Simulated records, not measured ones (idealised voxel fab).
Herein follows the process module entitled voxel released beams.
Cross-section cut: width 250 nm, square cells of 5 nm.
Cross-section, as written here: a square-cell grid given band by band from the top down, where a band holds one or more rows of cells.
Band entry format. Leading values: height of top, height of bottom, nm. Remainder: materials in left-to-right order, each with its width in nm. Special words: "full width" on a single material, which then fills the band edge to edge; "empty", empty space.
Heights are measured from 0, the level below which the as-received wafer is all one material; the lowest band has no bottom and continues downward, written as in "0 -> down".
The expression "30..40" gives the width at the extremes of the band, the first number at its top row of cells and the second at its bottom row, with the width changing by equal amounts from each row to the next in between.
For the purposes of this document, the phrase "stayed the same" attached to a step denotes that no cell within the cross-section was modified by that step.
Enclosed voids (no open way to top), threshold 8 cells or more, entry "Sealed internal voids", notation width x height at distance, distance from left edge, nm.
Step line, after settings: the simulator's comment on this step.
Steps that use a mask can have "overlay nm" on their line. It says how far the mask sat to the right of where it was meant to be. Negative means to the left.

## Intended process steps
- 1: RECEIVE [material Si]
- 2: CONFORMAL_DEP [material SiN] [thk nm 5]
- 3: DIRECTIONAL_DEP [material SiO2] [thk nm 20]
- 4: PATTERN [tone open] [mask id ANCHOR] [material resist] [width nm 45] [thk nm 15] [overlay nm 0]
- 5: DIRECTIONAL_ETCH [etch materials SiO2] [depth nm 20]
- 6: STRIP [etch materials resist]
- 7: CONFORMAL_DEP [material TiN] [thk nm 15]
- 8: MASKED_ETCH [tone cover] [mask id BEAM] [width nm 130] [etch materials TiN] [depth nm 15] [overlay nm 0]
- 9: STRIP [etch materials SiO2]

## As-received wafer cross-section (after step 1)
> 0 -> down | Si full width
> Sealed internal voids: none

## First wafer of two, sectioned at end of module; run went per plan
> 40 -> 25 | 55 of empty / 20 of TiN / 15 of empty / 95 of TiN / 65 of empty
> 25 -> 20 | 60 of empty / 15 of TiN / 15 of empty / 15 of TiN / 145 of empty
> 20 -> 5 | 60 of empty / 45 of TiN / 145 of empty
> 5 -> 0 | SiN full width
> 0 -> down | Si full width
> Sealed internal voids: none

## What the second wafer looks like in cross-section once the module is done. Its start and its plan matched the first wafer's exactly; what differed was one mistake in how it was run
> 55 -> 40 | 55 of empty / 130 of TiN / 65 of empty
> 40 -> 25 | TiN full width
> 25 -> 5 | 60 of SiO2 / 45 of TiN / 145 of SiO2
> 5 -> 0 | SiN full width
> 0 -> down | Si full width
> Sealed internal voids: none
Processing error: plan step 7 was twice executed
Cell-count delta at end, second wafer over first, by material: SiO2: 164 more | TiN: 162 more
